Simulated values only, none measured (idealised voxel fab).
The document below concerns the process module designated voxel released beams.
Displayed cross-section: cut, width of 180 nm, square cells sized 5 nm.
Reading order for cross-sections: top band down to bottom band. Underlying form: a grid of square cells. Band size: one or more rows of cells.
Per band: top height and bottom height in nm, followed by the left-to-right materials and their widths in nm; "edge to edge" marks a single material spanning edge to edge, "blank" marks empty space.
Heads up on the height convention: 0 is the point under which the incoming wafer is all one material, and the lowest band has no bottom, it just keeps going down, like "top 0, no bottom".
You'd read "30->40" like this: the band's top row of cells is as wide as the first number, its bottom row is as wide as the second, and going down, every row changes width by the same amount as the row before did.
A step reported as "no change" is a step in which no cell of the cross-section changed.
"Closed void catalog" - sealed voids, min. 8 cells, no opening to top; format: width x height at distance (distance from left edge; nm throughout).
Anything after a step's settings on that line? It's the simulator's own note about the step.
You can add "overlay nm" to a step's line. For a step with a mask, it describes how far the mask lay to the right of its planned position, and a negative number describes a lay to the left.

List of planned process steps
| 1 | op RECEIVE | material Si |
| 2 | op CONFORMAL_DEP | material SiN | thk nm 10 |
| 3 | op DIRECTIONAL_DEP | material SiO2 | thk nm 15 |
| 4 | op PATTERN | tone open | mask id ANCHOR | material resist | width nm 35 | thk nm 20 | overlay nm 0 |
| 5 | op DIRECTIONAL_ETCH | etch materials SiO2 | depth nm 15 |
| 6 | op STRIP | etch materials resist |
| 7 | op CONFORMAL_DEP | material polySi | thk nm 10 |
| 8 | op PATTERN | tone cover | mask id BEAM | material resist | width nm 110 | thk nm 15 | overlay nm 0 |
| 9 | op DIRECTIONAL_ETCH | etch materials polySi | depth nm 10 |
| 10 | op STRIP | etch materials resist |
| 11 | op STRIP | etch materials SiO2 |

Cross-section: wafer on arrival = after step 1
> top 0, no bottom: Si edge to edge
> Closed void catalog: none

End state of the module in cross-section, given the above starting point and plan and one mistake in execution
> top 35, bottom 25: 30 blank  5 polySi  15 blank  90 polySi  40 blank
> top 25, bottom 20: 25 blank  10 polySi  15 blank  10 polySi  120 blank
> top 20, bottom 10: 25 blank  35 polySi  120 blank
> top 10, bottom 0: SiN edge to edge
> top 0, no bottom: Si edge to edge
> Closed void catalog: none
Heads up, the wafer didn't run the way we planned it: rather than as planned, step 4 actually ran as op PATTERN | tone open | mask id ANCHOR | material resist | width nm 35 | thk nm 20 | overlay nm -10
